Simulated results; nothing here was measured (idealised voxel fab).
process module | voxel fin reveal
cross-section cut | 160 nm wide | cells 5 nm
A cross-section is a grid of square cells, given in bands from the top down. A band is one or more rows of cells.
Each band's line starts with the height of the band's top and of its bottom, in nm. Then come its materials from left to right, each with its width in nm. One material with "throughout" fills the band from edge to edge. "air" is empty space.
Height 0 is the level under which the wafer as received is all one material. The lowest band goes on downwards, as in "0 down".
A width such as "30 to 40" changes by the same amount from each row of cells to the next, from the band's top row to its bottom row.
"no change" after a step means that no cell of the cross-section changed.
closed voids: empty space of 8 cells or more with no open way to the top, each as width x height at its distance from the left edge, in nm
after a step's settings: what the simulator itself notes on the step
overlay nm, on a step with a mask: how far to the right of its planned place the mask lay; to the left if negative
plan
1 op RECEIVE | material Si
2 op CONFORMAL_DEP | material SiN | thk nm 10
3 op DIRECTIONAL_DEP | material aC | thk nm 15
4 op PATTERN | tone cover | mask id FINS | material resist | width nm 15 | pitch nm 40 | thk nm 35 | overlay nm 0
5 op DIRECTIONAL_ETCH | etch materials aC | depth nm 15
6 op STRIP | etch materials resist
7 op DIRECTIONAL_ETCH | etch materials SiN | depth nm 10
8 op DIRECTIONAL_ETCH | etch materials Si | depth nm 30
9 op STRIP | etch materials aC
10 op FILL_DEP | material SiO2 | thk nm 15
11 op CMP | height nm 10
12 op SELECTIVE_ETCH | etch materials SiO2 | depth nm 25
13 op STRIP | etch materials SiN
14 op CONFORMAL_DEP | material HfO2 | thk nm 5
as received, after step 1
  0 down: Si throughout
  closed voids: none
first wafer at the end, as planned
  5 to 0: air 25 | HfO2 25 | air 15 | HfO2 25 | air 15 | HfO2 25 | air 30
  0 to -10: air 25 | HfO2 5 | Si 15 | HfO2 5 | air 15 | HfO2 5 | Si 15 | HfO2 5 | air 15 | HfO2 5 | Si 15 | HfO2 5 | air 30
  -10 to -15: HfO2 30 | Si 15 | HfO2 25 | Si 15 | HfO2 25 | Si 15 | HfO2 35
  -15 to -30: SiO2 30 | Si 15 | SiO2 25 | Si 15 | SiO2 25 | Si 15 | SiO2 35
  -30 down: Si throughout
  closed voids: none
second wafer at the end: like start, like plan, one mistake
  5 to 0: HfO2 throughout
  0 to -30: SiO2 30 | Si 15 | SiO2 25 | Si 15 | SiO2 25 | Si 15 | SiO2 35
  -30 down: Si throughout
  closed voids: none
what went wrong: step 11 was left out
at the end the second wafer has, in cells: 18 fewer of HfO2 | 69 more of SiO2
